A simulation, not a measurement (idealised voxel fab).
Presented below is a process module, voxel air gaps.
Cross-sectional view cut (width: 185 nm; square cell size: 5 nm).
If you're reading a cross-section in this doc, picture square cells in a grid; it comes to you as bands, top ones listed first down to the bottom, and a band can be one or more rows of cells.
Quick guide to a band line: top height, bottom height (nm) up front; then every material left to right with its width in nm. Only one material and it's marked "throughout"? Then it fills the band edge to edge. And "empty" just means empty space.
Where do heights start? At 0: under that level the wafer as delivered is made of one material only. And the lowest band has no floor; it just carries on downward, as in "z 0 and below".
The notation "30->40" denotes a width that varies across the rows of cells in the band, beginning at the first number in the top row, finishing at the second number in the bottom row, and changing by an identical amount from each row to the next.
The cross-section has no changed cell in any step marked "no modification".
The entry "Enclosed internal cavities" lists the empty spaces that cover at least 8 cells and have no open path to the top. Each is written as width x height at distance, where the distance is measured from the left edge and all three values are in nm.
On each step's line, the part that comes after the settings is the simulator's own comment on the step.
If you see "overlay nm" on a step's line and that step has a mask, it's telling you how far right of where it was planned the mask ended up; a negative number means it went left instead.
[Listed below are the process steps as planned]
1 RECEIVE [material Si]
2 CONFORMAL_DEP [material SiO2] [thk nm 10]
3 CONFORMAL_DEP [material SiCN] [thk nm 5]
4 DIRECTIONAL_DEP [material SiO2] [thk nm 30]
5 PATTERN [tone open] [mask id LINES] [material resist] [width nm 20] [pitch nm 50] [thk nm 20] [overlay nm 0]
6 DIRECTIONAL_ETCH [etch materials SiO2] [depth nm 30]
7 STRIP [etch materials resist]
8 CONFORMAL_DEP [material TiN] [thk nm 5]
9 FILL_DEP [material Cu] [thk nm 5]
10 CMP [height nm 45]
11 EPI [material Ru] [thk nm 10]
12 SELECTIVE_ETCH [etch materials SiO2] [depth nm 40]
13 CONFORMAL_DEP [material SiCN] [thk nm 5]
[Wafer cross-section on receipt, i.e. after step 1]
- z 0 and below: Si throughout
- Enclosed internal cavities: none
[Post-module cross-section of the first of two wafers (run per plan)]
- z 60 to 55: empty=15; SiCN=150; empty=20
- z 55 to 45: empty=15; SiCN=5; Ru=40; SiCN=10; Ru=40; SiCN=10; Ru=40; SiCN=5; empty=20
- z 45 to 40: empty=15; SiCN=15; TiN=5; Cu=10; TiN=5; SiCN=30; TiN=5; Cu=10; TiN=5; SiCN=30; TiN=5; Cu=10; TiN=5; SiCN=15; empty=20
- z 40 to 20: empty=25; SiCN=5; TiN=5; Cu=10; TiN=5; SiCN=5; empty=20; SiCN=5; TiN=5; Cu=10; TiN=5; SiCN=5; empty=20; SiCN=5; TiN=5; Cu=10; TiN=5; SiCN=5; empty=30
- z 20 to 15: SiCN=30; TiN=20; SiCN=30; TiN=20; SiCN=30; TiN=20; SiCN=35
- z 15 to 10: SiCN throughout
- z 10 to 0: SiO2 throughout
- z 0 and below: Si throughout
- Enclosed internal cavities: 20 x 20 at 55; 20 x 20 at 105
[Presented here is a cross-section of the second of the two wafers as it stood at the end of the module. It was started in the same manner and assigned the same plan as the first wafer; however, one mistake was made in its execution]
- z 60 to 55: empty=20; SiCN=150; empty=15
- z 55 to 45: empty=20; SiCN=5; Ru=40; SiCN=10; Ru=40; SiCN=10; Ru=40; SiCN=5; empty=15
- z 45 to 40: empty=20; SiCN=15; TiN=5; Cu=10; TiN=5; SiCN=30; TiN=5; Cu=10; TiN=5; SiCN=30; TiN=5; Cu=10; TiN=5; SiCN=15; empty=15
- z 40 to 20: empty=30; SiCN=5; TiN=5; Cu=10; TiN=5; SiCN=5; empty=20; SiCN=5; TiN=5; Cu=10; TiN=5; SiCN=5; empty=20; SiCN=5; TiN=5; Cu=10; TiN=5; SiCN=5; empty=25
- z 20 to 15: SiCN=35; TiN=20; SiCN=30; TiN=20; SiCN=30; TiN=20; SiCN=30
- z 15 to 10: SiCN throughout
- z 10 to 0: SiO2 throughout
- z 0 and below: Si throughout
- Enclosed internal cavities: 20 x 20 at 60; 20 x 20 at 110
Diagnosis: step 5 ran differently from the plan; actual operation with settings: PATTERN [tone open] [mask id LINES] [material resist] [width nm 20] [pitch nm 50] [thk nm 20] [overlay nm 5]
At the end, the second wafer has the same number of cells of each material as the first, but those cells sit in other places.
